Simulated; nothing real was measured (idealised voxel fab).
process module | voxel tone inversion
cross-section cut | 200 nm wide | cells 5 nm
A cross-section is a grid of square cells, given in bands from the top down. A band is one or more rows of cells.
Each band's line starts with the height of the band's top and of its bottom, in nm. Then come its materials from left to right, each with its width in nm. One material with "throughout" fills the band from edge to edge. "air" is empty space.
Height 0 is the level under which the wafer as received is all one material. The lowest band goes on downwards, as in "0 down".
A width such as "30 to 40" changes by the same amount from each row of cells to the next, from the band's top row to its bottom row.
"no change" after a step means that no cell of the cross-section changed.
closed voids: empty space of 8 cells or more with no open way to the top, each as width x height at its distance from the left edge, in nm
after a step's settings: what the simulator itself notes on the step
overlay nm, on a step with a mask: how far to the right of its planned place the mask lay; to the left if negative
Each pair below shows a cross-section before one step and the cross-section after it, down to the lowest band that changed. The line under each pair gives the step between them, with its settings. The pairs can come from different runs of this module on the same starting wafer, so a pair continues from the pair above only where its "before" says so.
before
  0 down: Si throughout
  closed voids: none
after
  5 to 0: SiN throughout
  below 0: unchanged
  closed voids: none
the step between: op CONFORMAL_DEP | material SiN | thk nm 5
before: the cross-section after the pair above
after
  30 to 5: aC throughout
  below 5: unchanged
  closed voids: none
the step between: op DIRECTIONAL_DEP | material aC | thk nm 25
before: the cross-section after the pair above
after
  65 to 30: air 60 | resist 25 | air 25 | resist 25 | air 65
  below 30: unchanged
  closed voids: none
the step between: op PATTERN | tone cover | mask id POSTS | material resist | width nm 25 | pitch nm 50 | thk nm 35 | overlay nm 0
before: the cross-section after the pair above
after
  40 to 30: air 60 | resist 25 | air 25 | resist 25 | air 65
  30 to 5: air 60 | aC 25 | air 25 | aC 25 | air 65
  below 5: unchanged
  closed voids: none
the step between: op DIRECTIONAL_ETCH | etch materials aC | depth nm 25
before: the cross-section after the pair above
after
  30 to 5: air 60 | aC 25 | air 25 | aC 25 | air 65
  below 5: unchanged
  closed voids: none
the step between: op STRIP | etch materials resist
before: the cross-section after the pair above
after
  40 to 30: SiO2 throughout
  30 to 5: SiO2 60 | aC 25 | SiO2 25 | aC 25 | SiO2 65
  below 5: unchanged
  closed voids: none
the step between: op FILL_DEP | material SiO2 | thk nm 10
before: the cross-section after the pair above
after
  30 to 5: SiO2 60 | aC 25 | SiO2 25 | aC 25 | SiO2 65
  below 5: unchanged
  closed voids: none
the step between: op CMP | height nm 30
before: the cross-section after the pair above
after
  30 to 5: SiO2 60 | air 25 | SiO2 25 | air 25 | SiO2 65
  below 5: unchanged
  closed voids: none
the step between: op STRIP | etch materials aC
before: the cross-section after the pair above
after
  35 to 30: TiN 65 | air 15 | TiN 35 | air 15 | TiN 70
  30 to 10: SiO2 60 | TiN 5 | air 15 | TiN 5 | SiO2 25 | TiN 5 | air 15 | TiN 5 | SiO2 65
  10 to 5: SiO2 60 | TiN 25 | SiO2 25 | TiN 25 | SiO2 65
  below 5: unchanged
  closed voids: none
the step between: op CONFORMAL_DEP | material TiN | thk nm 5
before: the cross-section after the pair above
after
  40 to 35: Cu throughout
  35 to 30: TiN 65 | Cu 15 | TiN 35 | Cu 15 | TiN 70
  30 to 10: SiO2 60 | TiN 5 | Cu 15 | TiN 5 | SiO2 25 | TiN 5 | Cu 15 | TiN 5 | SiO2 65
  below 10: unchanged
  closed voids: none
the step between: op FILL_DEP | material Cu | thk nm 5
before: the cross-section after the pair above
after
  30 to 10: SiO2 60 | TiN 5 | Cu 15 | TiN 5 | SiO2 25 | TiN 5 | Cu 15 | TiN 5 | SiO2 65
  below 10: unchanged
  closed voids: none
the step between: op CMP | height nm 30
before: the cross-section after the pair above
after
  35 to 30: SiN throughout
  below 30: unchanged
  closed voids: none
the step between: op CONFORMAL_DEP | material SiN | thk nm 5
before
  0 down: Si throughout
  closed voids: none
after
  25 to 0: aC throughout
  below 0: unchanged
  closed voids: none
the step between: op DIRECTIONAL_DEP | material aC | thk nm 25
before: the cross-section after the pair above
after
  60 to 25: air 60 | resist 25 | air 25 | resist 25 | air 65
  below 25: unchanged
  closed voids: none
the step between: op PATTERN | tone cover | mask id POSTS | material resist | width nm 25 | pitch nm 50 | thk nm 35 | overlay nm 0
before: the cross-section after the pair above
after
  35 to 25: air 60 | resist 25 | air 25 | resist 25 | air 65
  25 to 0: air 60 | aC 25 | air 25 | aC 25 | air 65
  below 0: unchanged
  closed voids: none
the step between: op DIRECTIONAL_ETCH | etch materials aC | depth nm 25
before: the cross-section after the pair above
after
  25 to 0: air 60 | aC 25 | air 25 | aC 25 | air 65
  below 0: unchanged
  closed voids: none
the step between: op STRIP | etch materials resist
before: the cross-section after the pair above
after
  35 to 25: SiO2 throughout
  25 to 0: SiO2 60 | aC 25 | SiO2 25 | aC 25 | SiO2 65
  below 0: unchanged
  closed voids: none
the step between: op FILL_DEP | material SiO2 | thk nm 10
before: the cross-section after the pair above
after
  30 to 25: SiO2 throughout
  below 25: unchanged
  closed voids: none
the step between: op CMP | height nm 30
before: the cross-section after the pair above
after
  35 to 30: TiN throughout
  below 30: unchanged
  closed voids: none
the step between: op CONFORMAL_DEP | material TiN | thk nm 5
before: the cross-section after the pair above
after
  40 to 35: Cu throughout
  below 35: unchanged
  closed voids: none
the step between: op FILL_DEP | material Cu | thk nm 5
before: the cross-section after the pair above
after
  30 to 25: SiO2 throughout
  below 25: unchanged
  closed voids: none
the step between: op CMP | height nm 30
before: the cross-section after the pair above
after
  35 to 30: SiN throughout
  below 30: unchanged
  closed voids: none
the step between: op CONFORMAL_DEP | material SiN | thk nm 5
before
  25 to 0: aC throughout
  0 down: Si throughout
  closed voids: none
after
  30 to 25: SiN throughout
  below 25: unchanged
  closed voids: none
the step between: op CONFORMAL_DEP | material SiN | thk nm 5
before: the cross-section after the pair above
after
  65 to 30: air 60 | resist 25 | air 25 | resist 25 | air 65
  below 30: unchanged
  closed voids: none
the step between: op PATTERN | tone cover | mask id POSTS | material resist | width nm 25 | pitch nm 50 | thk nm 35 | overlay nm 0
before: the cross-section after the pair above
after
  40 to 30: air 60 | resist 25 | air 25 | resist 25 | air 65
  below 30: unchanged
  closed voids: none
the step between: op DIRECTIONAL_ETCH | etch materials aC | depth nm 25
before: the cross-section after the pair above
after
  30 to 25: SiN throughout
  below 25: unchanged
  closed voids: none
the step between: op STRIP | etch materials resist
before: the cross-section after the pair above
after
  40 to 30: SiO2 throughout
  below 30: unchanged
  closed voids: none
the step between: op FILL_DEP | material SiO2 | thk nm 10
before: the cross-section after the pair above
after
  30 to 25: SiN throughout
  below 25: unchanged
  closed voids: none
the step between: op CMP | height nm 30
before: the cross-section after the pair above
after
  35 to 30: TiN throughout
  below 30: unchanged
  closed voids: none
the step between: op CONFORMAL_DEP | material TiN | thk nm 5
before: the cross-section after the pair above
after
  40 to 35: Cu throughout
  below 35: unchanged
  closed voids: none
the step between: op FILL_DEP | material Cu | thk nm 5
before: the cross-section after the pair above
after
  30 to 25: SiN throughout
  below 25: unchanged
  closed voids: none
the step between: op CMP | height nm 30
before: the cross-section after the pair above
after
  35 to 25: SiN throughout
  below 25: unchanged
  closed voids: none
the step between: op CONFORMAL_DEP | material SiN | thk nm 5
before
  40 to 35: Cu throughout
  35 to 30: TiN 65 | Cu 15 | TiN 35 | Cu 15 | TiN 70
  30 to 10: SiO2 60 | TiN 5 | Cu 15 | TiN 5 | SiO2 25 | TiN 5 | Cu 15 | TiN 5 | SiO2 65
  10 to 5: SiO2 60 | TiN 25 | SiO2 25 | TiN 25 | SiO2 65
  5 to 0: SiN throughout
  0 down: Si throughout
  closed voids: none
after
  20 to 10: SiO2 60 | TiN 5 | Cu 15 | TiN 5 | SiO2 25 | TiN 5 | Cu 15 | TiN 5 | SiO2 65
  below 10: unchanged
  closed voids: none
the step between: op CMP | height nm 20
before: the cross-section after the pair above
after
  25 to 20: SiN throughout
  below 20: unchanged
  closed voids: none
the step between: op CONFORMAL_DEP | material SiN | thk nm 5
before
  30 to 5: aC throughout
  5 to 0: SiN throughout
  0 down: Si throughout
  closed voids: none
after
  65 to 30: air 65 | resist 20 | air 30 | resist 20 | air 65
  below 30: unchanged
  closed voids: none
the step between: op PATTERN | tone cover | mask id POSTS | material resist | width nm 20 | pitch nm 50 | thk nm 35 | overlay nm 0
before: the cross-section after the pair above
after
  40 to 30: air 65 | resist 20 | air 30 | resist 20 | air 65
  30 to 5: air 65 | aC 20 | air 30 | aC 20 | air 65
  below 5: unchanged
  closed voids: none
the step between: op DIRECTIONAL_ETCH | etch materials aC | depth nm 25
before: the cross-section after the pair above
after
  30 to 5: air 65 | aC 20 | air 30 | aC 20 | air 65
  below 5: unchanged
  closed voids: none
the step between: op STRIP | etch materials resist
before: the cross-section after the pair above
after
  40 to 30: SiO2 throughout
  30 to 5: SiO2 65 | aC 20 | SiO2 30 | aC 20 | SiO2 65
  below 5: unchanged
  closed voids: none
the step between: op FILL_DEP | material SiO2 | thk nm 10
before: the cross-section after the pair above
after
  30 to 5: SiO2 65 | aC 20 | SiO2 30 | aC 20 | SiO2 65
  below 5: unchanged
  closed voids: none
the step between: op CMP | height nm 30
before: the cross-section after the pair above
after
  30 to 5: SiO2 65 | air 20 | SiO2 30 | air 20 | SiO2 65
  below 5: unchanged
  closed voids: none
the step between: op STRIP | etch materials aC
before: the cross-section after the pair above
after
  35 to 30: TiN 70 | air 10 | TiN 40 | air 10 | TiN 70
  30 to 10: SiO2 65 | TiN 5 | air 10 | TiN 5 | SiO2 30 | TiN 5 | air 10 | TiN 5 | SiO2 65
  10 to 5: SiO2 65 | TiN 20 | SiO2 30 | TiN 20 | SiO2 65
  below 5: unchanged
  closed voids: none
the step between: op CONFORMAL_DEP | material TiN | thk nm 5
before: the cross-section after the pair above
after
  40 to 35: Cu throughout
  35 to 30: TiN 70 | Cu 10 | TiN 40 | Cu 10 | TiN 70
  30 to 10: SiO2 65 | TiN 5 | Cu 10 | TiN 5 | SiO2 30 | TiN 5 | Cu 10 | TiN 5 | SiO2 65
  below 10: unchanged
  closed voids: none
the step between: op FILL_DEP | material Cu | thk nm 5
before: the cross-section after the pair above
after
  30 to 10: SiO2 65 | TiN 5 | Cu 10 | TiN 5 | SiO2 30 | TiN 5 | Cu 10 | TiN 5 | SiO2 65
  below 10: unchanged
  closed voids: none
the step between: op CMP | height nm 30
before: the cross-section after the pair above
after
  35 to 30: SiN throughout
  below 30: unchanged
  closed voids: none
the step between: op CONFORMAL_DEP | material SiN | thk nm 5
before
  30 to 5: aC throughout
  5 to 0: SiN throughout
  0 down: Si throughout
  closed voids: none
after
  65 to 30: air 70 | resist 25 | air 25 | resist 25 | air 55
  below 30: unchanged
  closed voids: none
the step between: op PATTERN | tone cover | mask id POSTS | material resist | width nm 25 | pitch nm 50 | thk nm 35 | overlay nm 10
before: the cross-section after the pair above
after
  40 to 30: air 70 | resist 25 | air 25 | resist 25 | air 55
  30 to 5: air 70 | aC 25 | air 25 | aC 25 | air 55
  below 5: unchanged
  closed voids: none
the step between: op DIRECTIONAL_ETCH | etch materials aC | depth nm 25
before: the cross-section after the pair above
after
  30 to 5: air 70 | aC 25 | air 25 | aC 25 | air 55
  below 5: unchanged
  closed voids: none
the step between: op STRIP | etch materials resist
before: the cross-section after the pair above
after
  40 to 30: SiO2 throughout
  30 to 5: SiO2 70 | aC 25 | SiO2 25 | aC 25 | SiO2 55
  below 5: unchanged
  closed voids: none
the step between: op FILL_DEP | material SiO2 | thk nm 10
before: the cross-section after the pair above
after
  30 to 5: SiO2 70 | aC 25 | SiO2 25 | aC 25 | SiO2 55
  below 5: unchanged
  closed voids: none
the step between: op CMP | height nm 30
before: the cross-section after the pair above
after
  30 to 5: SiO2 70 | air 25 | SiO2 25 | air 25 | SiO2 55
  below 5: unchanged
  closed voids: none
the step between: op STRIP | etch materials aC
before: the cross-section after the pair above
after
  35 to 30: TiN 75 | air 15 | TiN 35 | air 15 | TiN 60
  30 to 10: SiO2 70 | TiN 5 | air 15 | TiN 5 | SiO2 25 | TiN 5 | air 15 | TiN 5 | SiO2 55
  10 to 5: SiO2 70 | TiN 25 | SiO2 25 | TiN 25 | SiO2 55
  below 5: unchanged
  closed voids: none
the step between: op CONFORMAL_DEP | material TiN | thk nm 5
before: the cross-section after the pair above
after
  40 to 35: Cu throughout
  35 to 30: TiN 75 | Cu 15 | TiN 35 | Cu 15 | TiN 60
  30 to 10: SiO2 70 | TiN 5 | Cu 15 | TiN 5 | SiO2 25 | TiN 5 | Cu 15 | TiN 5 | SiO2 55
  below 10: unchanged
  closed voids: none
the step between: op FILL_DEP | material Cu | thk nm 5
before: the cross-section after the pair above
after
  30 to 10: SiO2 70 | TiN 5 | Cu 15 | TiN 5 | SiO2 25 | TiN 5 | Cu 15 | TiN 5 | SiO2 55
  below 10: unchanged
  closed voids: none
the step between: op CMP | height nm 30
before: the cross-section after the pair above
after
  35 to 30: SiN throughout
  below 30: unchanged
  closed voids: none
the step between: op CONFORMAL_DEP | material SiN | thk nm 5
before
  30 to 5: SiO2 60 | air 25 | SiO2 25 | air 25 | SiO2 65
  5 to 0: SiN throughout
  0 down: Si throughout
  closed voids: none
after
  35 to 30: SiN 65 | air 15 | SiN 35 | air 15 | SiN 70
  30 to 10: SiO2 60 | SiN 5 | air 15 | SiN 5 | SiO2 25 | SiN 5 | air 15 | SiN 5 | SiO2 65
  10 to 5: SiO2 60 | SiN 25 | SiO2 25 | SiN 25 | SiO2 65
  below 5: unchanged
  closed voids: none
the step between: op CONFORMAL_DEP | material SiN | thk nm 5
before: the cross-section after the pair above
after
  40 to 35: Cu throughout
  35 to 30: SiN 65 | Cu 15 | SiN 35 | Cu 15 | SiN 70
  30 to 10: SiO2 60 | SiN 5 | Cu 15 | SiN 5 | SiO2 25 | SiN 5 | Cu 15 | SiN 5 | SiO2 65
  below 10: unchanged
  closed voids: none
the step between: op FILL_DEP | material Cu | thk nm 5
before: the cross-section after the pair above
after
  30 to 10: SiO2 60 | SiN 5 | Cu 15 | SiN 5 | SiO2 25 | SiN 5 | Cu 15 | SiN 5 | SiO2 65
  below 10: unchanged
  closed voids: none
the step between: op CMP | height nm 30
before: the cross-section after the pair above
after
  35 to 30: SiN throughout
  below 30: unchanged
  closed voids: none
the step between: op CONFORMAL_DEP | material SiN | thk nm 5
before
  30 to 5: aC throughout
  5 to 0: SiN throughout
  0 down: Si throughout
  closed voids: none
after
  65 to 30: resist 60 | air 25 | resist 25 | air 25 | resist 65
  below 30: unchanged
  closed voids: none
the step between: op PATTERN | tone open | mask id POSTS | material resist | width nm 25 | pitch nm 50 | thk nm 35 | overlay nm 0
before: the cross-section after the pair above
after
  40 to 30: resist 60 | air 25 | resist 25 | air 25 | resist 65
  30 to 5: aC 60 | air 25 | aC 25 | air 25 | aC 65
  below 5: unchanged
  closed voids: none
the step between: op DIRECTIONAL_ETCH | etch materials aC | depth nm 25
before: the cross-section after the pair above
after
  30 to 5: aC 60 | air 25 | aC 25 | air 25 | aC 65
  below 5: unchanged
  closed voids: none
the step between: op STRIP | etch materials resist
before: the cross-section after the pair above
after
  40 to 30: SiO2 throughout
  30 to 5: aC 60 | SiO2 25 | aC 25 | SiO2 25 | aC 65
  below 5: unchanged
  closed voids: none
the step between: op FILL_DEP | material SiO2 | thk nm 10
before: the cross-section after the pair above
after
  30 to 5: aC 60 | SiO2 25 | aC 25 | SiO2 25 | aC 65
  below 5: unchanged
  closed voids: none
the step between: op CMP | height nm 30
before: the cross-section after the pair above
after
  30 to 5: air 60 | SiO2 25 | air 25 | SiO2 25 | air 65
  below 5: unchanged
  closed voids: none
the step between: op STRIP | etch materials aC
before: the cross-section after the pair above
after
  35 to 30: air 55 | TiN 35 | air 15 | TiN 35 | air 60
  30 to 10: air 55 | TiN 5 | SiO2 25 | TiN 5 | air 15 | TiN 5 | SiO2 25 | TiN 5 | air 60
  10 to 5: TiN 60 | SiO2 25 | TiN 25 | SiO2 25 | TiN 65
  below 5: unchanged
  closed voids: none
the step between: op CONFORMAL_DEP | material TiN | thk nm 5
before: the cross-section after the pair above
after
  40 to 35: Cu throughout
  35 to 30: Cu 55 | TiN 35 | Cu 15 | TiN 35 | Cu 60
  30 to 10: Cu 55 | TiN 5 | SiO2 25 | TiN 5 | Cu 15 | TiN 5 | SiO2 25 | TiN 5 | Cu 60
  below 10: unchanged
  closed voids: none
the step between: op FILL_DEP | material Cu | thk nm 5
before: the cross-section after the pair above
after
  30 to 10: Cu 55 | TiN 5 | SiO2 25 | TiN 5 | Cu 15 | TiN 5 | SiO2 25 | TiN 5 | Cu 60
  below 10: unchanged
  closed voids: none
the step between: op CMP | height nm 30
before: the cross-section after the pair above
after
  35 to 30: SiN throughout
  below 30: unchanged
  closed voids: none
the step between: op CONFORMAL_DEP | material SiN | thk nm 5
